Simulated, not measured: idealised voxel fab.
process module | voxel wiring stack
Cross-section cut: width 205 nm, square cells of 5 nm.
Cross-section spec: square-cell grid; bands listed top down; each band is one or more rows. In this notation a band is specified by the heights of its top and bottom, in that order and in nm, after which its materials appear from left to right, each paired with its width in nm. The word "all across" attached to a single material means that material fills the band from edge to edge; the word "air" stands for empty space. Counting heights begins at 0, where everything beneath is, in the wafer as received, one material. The lowest band has no bottom; it goes on downwards, as "0 nm and below" shows. The notation "30 to 40" denotes a width that varies across the rows of cells in the band, beginning at the first number in the top row, finishing at the second number in the bottom row, and changing by an identical amount from each row to the next. A step reported as "no change" is a step in which no cell of the cross-section changed. So "Trapped void list" is basically the list of trapped voids: any empty space of 8 cells or more that can't reach the top through an opening. They're written width x height at distance, the distance being from the left edge, and it's all nm. What comes after the settings on a step's line is commentary from the simulator itself on that step. "overlay nm", when on a step's line for a step with a mask, measures how far to the right of its planned place the mask lay; a negative measure means to the left.
**Steps in the process plan**
1 RECEIVE [material Si]
2 CONFORMAL_DEP [material SiO2] [thk nm 15]
3 DIRECTIONAL_DEP [material TiN] [thk nm 5]
4 DIRECTIONAL_DEP [material W] [thk nm 20]
5 PATTERN [tone cover] [mask id METAL_1] [material resist] [width nm 30] [pitch nm 45] [thk nm 15] [overlay nm 0]
6 DIRECTIONAL_ETCH [etch materials W] [depth nm 20]
7 DIRECTIONAL_ETCH [etch materials TiN] [depth nm 5]
8 STRIP [etch materials resist]
9 FILL_DEP [material lowk] [thk nm 10]
10 CMP [height nm 40]
11 CONFORMAL_DEP [material SiCN] [thk nm 5]
12 DIRECTIONAL_DEP [material lowk] [thk nm 15]
13 DIRECTIONAL_DEP [material aC] [thk nm 15]
14 PATTERN [tone open] [mask id PLUG_1] [material resist] [width nm 15] [pitch nm 45] [thk nm 30] [overlay nm 0]
15 DIRECTIONAL_ETCH [etch materials aC] [depth nm 15]
16 STRIP [etch materials resist]
17 DIRECTIONAL_ETCH [etch materials lowk] [depth nm 15]
18 DIRECTIONAL_ETCH [etch materials SiCN] [depth nm 5]
19 STRIP [etch materials aC]
20 EPI [material Ru] [thk nm 10]
21 EPI [material Ru] [thk nm 10]
22 DIRECTIONAL_DEP [material TiN] [thk nm 5]
23 DIRECTIONAL_DEP [material Ru] [thk nm 25]
24 PATTERN [tone cover] [mask id METAL_2] [material resist] [width nm 30] [pitch nm 45] [thk nm 15] [overlay nm 0]
25 DIRECTIONAL_ETCH [etch materials Ru] [depth nm 25]
26 DIRECTIONAL_ETCH [etch materials TiN] [depth nm 5]
27 STRIP [etch materials resist]
28 FILL_DEP [material SiO2] [thk nm 10]
29 CMP [height nm 90]
30 CONFORMAL_DEP [material SiCN] [thk nm 5]
31 DIRECTIONAL_DEP [material SiO2] [thk nm 15]
32 DIRECTIONAL_DEP [material aC] [thk nm 15]
33 PATTERN [tone open] [mask id PLUG_2] [material resist] [width nm 15] [pitch nm 90] [thk nm 35] [overlay nm 0]
34 DIRECTIONAL_ETCH [etch materials aC] [depth nm 15]
35 STRIP [etch materials resist]
36 DIRECTIONAL_ETCH [etch materials SiO2] [depth nm 15]
37 DIRECTIONAL_ETCH [etch materials SiCN] [depth nm 5]
38 STRIP [etch materials aC]
39 CONFORMAL_DEP [material TiN] [thk nm 5]
40 FILL_DEP [material Ru] [thk nm 5]
41 CMP [height nm 110]
42 DIRECTIONAL_DEP [material TiN] [thk nm 5]
43 DIRECTIONAL_DEP [material Ru] [thk nm 15]
44 MASKED_ETCH [tone cover] [mask id METAL_3] [width nm 30] [pitch nm 45] [etch materials Ru] [depth nm 15] [overlay nm 0]
45 MASKED_ETCH [tone cover] [mask id METAL_3] [width nm 30] [pitch nm 45] [etch materials TiN] [depth nm 5] [overlay nm 0]
46 CONFORMAL_DEP [material SiCN] [thk nm 5]
47 FILL_DEP [material SiO2] [thk nm 5]
48 CMP [height nm 130]
49 CONFORMAL_DEP [material SiN] [thk nm 5]
**Cross-section of the incoming wafer, state after step 1**
- 0 nm and below = Si all across
- Trapped void list: none
**Looking at the first of two wafers in cross-section at end of module - ran to plan**
- 135 nm to 130 nm = SiN all across
- 130 nm to 115 nm = 15 of SiO2  5 of SiCN  30 of Ru  5 of SiCN  5 of SiO2  5 of SiCN  30 of Ru  5 of SiCN  5 of SiO2  5 of SiCN  30 of Ru  5 of SiCN  5 of SiO2  5 of SiCN  30 of Ru  5 of SiCN  15 of SiO2
- 115 nm to 110 nm = 20 of SiCN  30 of TiN  15 of SiCN  30 of TiN  15 of SiCN  30 of TiN  15 of SiCN  30 of TiN  20 of SiCN
- 110 nm to 95 nm = 20 of SiO2  5 of TiN  5 of Ru  5 of TiN  75 of SiO2  5 of TiN  5 of Ru  5 of TiN  80 of SiO2
- 95 nm to 90 nm = 20 of SiCN  15 of TiN  75 of SiCN  15 of TiN  80 of SiCN
- 90 nm to 65 nm = 20 of SiO2  30 of Ru  15 of SiO2  30 of Ru  15 of SiO2  30 of Ru  15 of SiO2  30 of Ru  20 of SiO2
- 65 nm to 60 nm = 20 of SiO2  30 of TiN  15 of SiO2  30 of TiN  15 of SiO2  30 of TiN  15 of SiO2  30 of TiN  20 of SiO2
- 60 nm to 45 nm = 20 of lowk  15 of Ru  30 of lowk  15 of Ru  30 of lowk  15 of Ru  30 of lowk  15 of Ru  35 of lowk
- 45 nm to 40 nm = 20 of SiCN  15 of Ru  30 of SiCN  15 of Ru  30 of SiCN  15 of Ru  30 of SiCN  15 of Ru  35 of SiCN
- 40 nm to 20 nm = 20 of lowk  30 of W  15 of lowk  30 of W  15 of lowk  30 of W  15 of lowk  30 of W  20 of lowk
- 20 nm to 15 nm = 20 of lowk  30 of TiN  15 of lowk  30 of TiN  15 of lowk  30 of TiN  15 of lowk  30 of TiN  20 of lowk
- 15 nm to 0 nm = SiO2 all across
- 0 nm and below = Si all across
- Trapped void list: none
**Module end: cross-section of wafer two of two. Same start and process plan as the first wafer. One mistake during execution**
- 135 nm to 130 nm = SiN all across
- 130 nm to 115 nm = 15 of SiO2  5 of SiCN  30 of Ru  5 of SiCN  5 of SiO2  5 of SiCN  30 of Ru  5 of SiCN  5 of SiO2  5 of SiCN  30 of Ru  5 of SiCN  5 of SiO2  5 of SiCN  30 of Ru  5 of SiCN  15 of SiO2
- 115 nm to 110 nm = 20 of SiCN  30 of TiN  15 of SiCN  30 of TiN  15 of SiCN  30 of TiN  15 of SiCN  30 of TiN  20 of SiCN
- 110 nm to 95 nm = 15 of SiO2  5 of TiN  15 of Ru  5 of TiN  65 of SiO2  5 of TiN  15 of Ru  5 of TiN  75 of SiO2
- 95 nm to 90 nm = 15 of SiCN  25 of TiN  65 of SiCN  25 of TiN  75 of SiCN
- 90 nm to 65 nm = 20 of SiO2  30 of Ru  15 of SiO2  30 of Ru  15 of SiO2  30 of Ru  15 of SiO2  30 of Ru  20 of SiO2
- 65 nm to 60 nm = 20 of SiO2  30 of TiN  15 of SiO2  30 of TiN  15 of SiO2  30 of TiN  15 of SiO2  30 of TiN  20 of SiO2
- 60 nm to 45 nm = 20 of lowk  15 of Ru  30 of lowk  15 of Ru  30 of lowk  15 of Ru  30 of lowk  15 of Ru  35 of lowk
- 45 nm to 40 nm = 20 of SiCN  15 of Ru  30 of SiCN  15 of Ru  30 of SiCN  15 of Ru  30 of SiCN  15 of Ru  35 of SiCN
- 40 nm to 20 nm = 20 of lowk  30 of W  15 of lowk  30 of W  15 of lowk  30 of W  15 of lowk  30 of W  20 of lowk
- 20 nm to 15 nm = 20 of lowk  30 of TiN  15 of lowk  30 of TiN  15 of lowk  30 of TiN  15 of lowk  30 of TiN  20 of lowk
- 15 nm to 0 nm = SiO2 all across
- 0 nm and below = Si all across
- Trapped void list: none
Which mistake was made when the wafer was run? the process deviated at step 33: the operation and settings actually run there were PATTERN [tone open] [mask id PLUG_2] [material resist] [width nm 25] [pitch nm 90] [thk nm 35] [overlay nm 0]
End check, counted in cells, second wafer has more or fewer of these materials than the first: Ru: 12 more | SiCN: 4 fewer | SiO2: 12 fewer | TiN: 4 more
